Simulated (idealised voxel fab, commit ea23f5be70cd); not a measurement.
Process module heading - voxel released beams
Each square cell in cross-section cut measures 5 nm, and the section as a whole is 265 nm wide.
Square cells in a grid make up a cross-section in this document, and the grid is given as bands, listed from the top down, each one or more rows of cells. Heads up on the band format: heights come first, top then bottom, in nm. After that it's the materials left to right, each with its width in nm. A single material flagged "edge to edge" fills the whole band edge to edge, and "air" means there's empty space there. Heads up on the height convention: 0 is the point under which the incoming wafer is all one material, and the lowest band has no bottom, it just keeps going down, like "from 0 down". Width "30->40": first value at the band's top row of cells, second value at its bottom row, equal change from row to row. "remained unchanged", as given for a step, is the statement that not any cell of the cross-section underwent a change during that step. The entry titled "Completely sealed voids" provides the empty spaces that have no open way to the top, restricted to those of 8 cells or more. Each is presented as width x height at distance, the distance being measured from the left edge, with all three in nm. If you see something after the settings on a step's line, that's the simulator's own remark about that step. When a step includes a mask, the "overlay nm" setting on its line states how far to the right of its planned place that mask lay, and negative values state how far to the left.
Process steps - plan
step 1: RECEIVE | material Si
step 2: CONFORMAL_DEP | material SiN | thk nm 5
step 3: DIRECTIONAL_DEP | material SiO2 | thk nm 20
step 4: DIRECTIONAL_DEP | material aC | thk nm 10
step 5: PATTERN | tone open | mask id ANCHOR | material resist | width nm 25 | thk nm 25 | overlay nm 0
step 6: DIRECTIONAL_ETCH | etch materials aC | depth nm 10
step 7: STRIP | etch materials resist
step 8: DIRECTIONAL_ETCH | etch materials SiO2 | depth nm 20
step 9: STRIP | etch materials aC
step 10: CONFORMAL_DEP | material W | thk nm 10
step 11: MASKED_ETCH | tone cover | mask id BEAM | width nm 95 | etch materials W | depth nm 10 | overlay nm 0
step 12: STRIP | etch materials SiO2
The following pertains to the first of two wafers, which was processed as planned
Cross-section of the wafer as it came to us, i.e., already through step 1
	from 0 down  Si edge to edge
	Completely sealed voids: none
Step 2 complete: cross-section through the wafer
	from 5 to 0  SiN edge to edge
	Anything lower than 0 is untouched.
Step 3 complete: cross-section through the wafer
	from 25 to 5  SiO2 edge to edge
	Anything lower than 5 is untouched.
Step 4 complete: cross-section through the wafer
	from 35 to 25  aC edge to edge
	Anything lower than 25 is untouched.
Step 5 complete: cross-section through the wafer
	from 60 to 35  85 resist, 25 air, 155 resist
	Anything lower than 35 is untouched.
Step 6 complete: cross-section through the wafer
	from 50 to 35  85 resist, 25 air, 155 resist
	from 35 to 25  85 aC, 25 air, 155 aC
	Anything lower than 25 is untouched.
Step 7 complete: cross-section through the wafer
	from 35 to 25  85 aC, 25 air, 155 aC
	Anything lower than 25 is untouched.
Step 8 complete: cross-section through the wafer
	from 35 to 25  85 aC, 25 air, 155 aC
	from 25 to 5  85 SiO2, 25 air, 155 SiO2
	Anything lower than 5 is untouched.
Step 9 complete: cross-section through the wafer
	from 25 to 5  85 SiO2, 25 air, 155 SiO2
	Anything lower than 5 is untouched.
Step 10 complete: cross-section through the wafer
	from 35 to 25  95 W, 5 air, 165 W
	from 25 to 15  85 SiO2, 10 W, 5 air, 10 W, 155 SiO2
	from 15 to 5  85 SiO2, 25 W, 155 SiO2
	Anything lower than 5 is untouched.
Step 11 complete: cross-section through the wafer
	from 35 to 25  80 air, 15 W, 5 air, 75 W, 90 air
	Anything lower than 25 is untouched.
Step 12 complete: cross-section through the wafer
	from 35 to 25  80 air, 15 W, 5 air, 75 W, 90 air
	from 25 to 15  85 air, 10 W, 5 air, 10 W, 155 air
	from 15 to 5  85 air, 25 W, 155 air
	Anything lower than 5 is untouched.
Second wafer, same starting conditions and recipe as the first, one mistake in executing it, nothing differs from the first up to and including step 4
Second wafer, cut view, end of step 5 per plan
	from 60 to 35  85 air, 25 resist, 155 air
	Anything lower than 35 is untouched.
Second wafer, cut view, end of step 6 per plan
	from 50 to 35  85 air, 25 resist, 155 air
	from 35 to 25  85 air, 25 aC, 155 air
	Anything lower than 25 is untouched.
Second wafer, cut view, end of step 7 per plan
	from 35 to 25  85 air, 25 aC, 155 air
	Anything lower than 25 is untouched.
Second wafer, cut view, end of step 8 per plan
	from 35 to 25  85 air, 25 aC, 155 air
	from 25 to 5  85 air, 25 SiO2, 155 air
	Anything lower than 5 is untouched.
Second wafer, cut view, end of step 9 per plan
	from 25 to 5  85 air, 25 SiO2, 155 air
	Anything lower than 5 is untouched.
Second wafer, cut view, end of step 10 per plan
	from 35 to 25  75 air, 45 W, 145 air
	from 25 to 15  75 air, 10 W, 25 SiO2, 10 W, 145 air
	from 15 to 5  85 W, 25 SiO2, 155 W
	Anything lower than 5 is untouched.
Second wafer, cut view, end of step 11 per plan
	from 35 to 25  80 air, 40 W, 145 air
	from 25 to 15  75 air, 10 W, 25 SiO2, 10 W, 145 air
	from 15 to 5  75 air, 10 W, 25 SiO2, 65 W, 90 air
	Anything lower than 5 is untouched.
Second wafer, cut view, end of step 12 per plan: remained unchanged
The mistake made against the process plan was this: step 5: run off-plan, actual operation and settings PATTERN | tone cover | mask id ANCHOR | material resist | width nm 25 | thk nm 25 | overlay nm 0
Cell-count delta at end, second wafer over first, by material: 20 more of SiO2
